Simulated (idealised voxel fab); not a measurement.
The process module presented herein is designated voxel local oxidation.
cross-section cut | 185 nm wide | cells 5 nm
Format of a cross-section: grid, square cells. Given as bands. Order: top down. Band: one or more rows of cells.
Per band: top height and bottom height in nm, followed by the left-to-right materials and their widths in nm; "throughout" marks a single material spanning edge to edge, "air" marks empty space.
Height 0 is the level under which the wafer as received is all one material. The lowest band goes on downwards, as in "from 0 down".
Read "30..40" as a graded width: first number on top, second number at the bottom, same change between each pair of neighbouring rows.
The cross-section has no changed cell in any step marked "everything unchanged".
The label "Trapped cavities" introduces a list of the empty spaces, 8 cells or larger, that have no open way up to the top; each entry in it reads width x height at distance, where the distance is taken from the left edge and all three are stated in nm.
Heads up: the bit after the settings on a step's line is the simulator's remark on that step.
What "overlay nm" on a step's line means: if the step has a mask, that mask lay this far to the right of its planned place, or, when the value is negative, to the left.

# The process steps that were planned are listed below
1,RECEIVE,material Si
2,OXIDIZE,depth nm 5
3,CONFORMAL_DEP,material SiN,thk nm 15
4,DIRECTIONAL_DEP,material aC,thk nm 15
5,PATTERN,tone cover,mask id ACTIVE,material resist,width nm 90,thk nm 35,overlay nm 0
6,DIRECTIONAL_ETCH,etch materials aC,depth nm 15
7,STRIP,etch materials resist
8,DIRECTIONAL_ETCH,etch materials SiN,depth nm 15
9,STRIP,etch materials aC
10,SELECTIVE_ETCH,etch materials SiO2,depth nm 5
11,OXIDIZE,depth nm 15
12,STRIP,etch materials SiN

# Wafer cross-section on receipt, i.e. after step 1
	from 0 down  Si throughout
	Trapped cavities: none

# Run as planned - first of the two wafers cross-sectioned at the end of the module
	from 0 to -5  air: 50, then SiO2: 80, then air: 55
	from -5 to -20  SiO2: 65, then Si: 50, then SiO2: 70
	from -20 down  Si throughout
	Trapped cavities: none

# Cross-sectional image of the second wafer of the two following completion of the module. Starting state and process plan were the same as for the first wafer; one execution error occurred
	from 0 to -5  SiO2: 40, then air: 100, then SiO2: 45
	from -5 to -20  Si: 25, then SiO2: 130, then Si: 30
	from -20 down  Si throughout
	Trapped cavities: none
So what did we get wrong on this run? step 5: run off-plan, actual operation and settings PATTERN,tone open,mask id ACTIVE,material resist,width nm 90,thk nm 35,overlay nm 0
Per the end-of-run cell counts, the second wafer holds more or fewer of some materials than the first: +3 Si; -2 SiO2
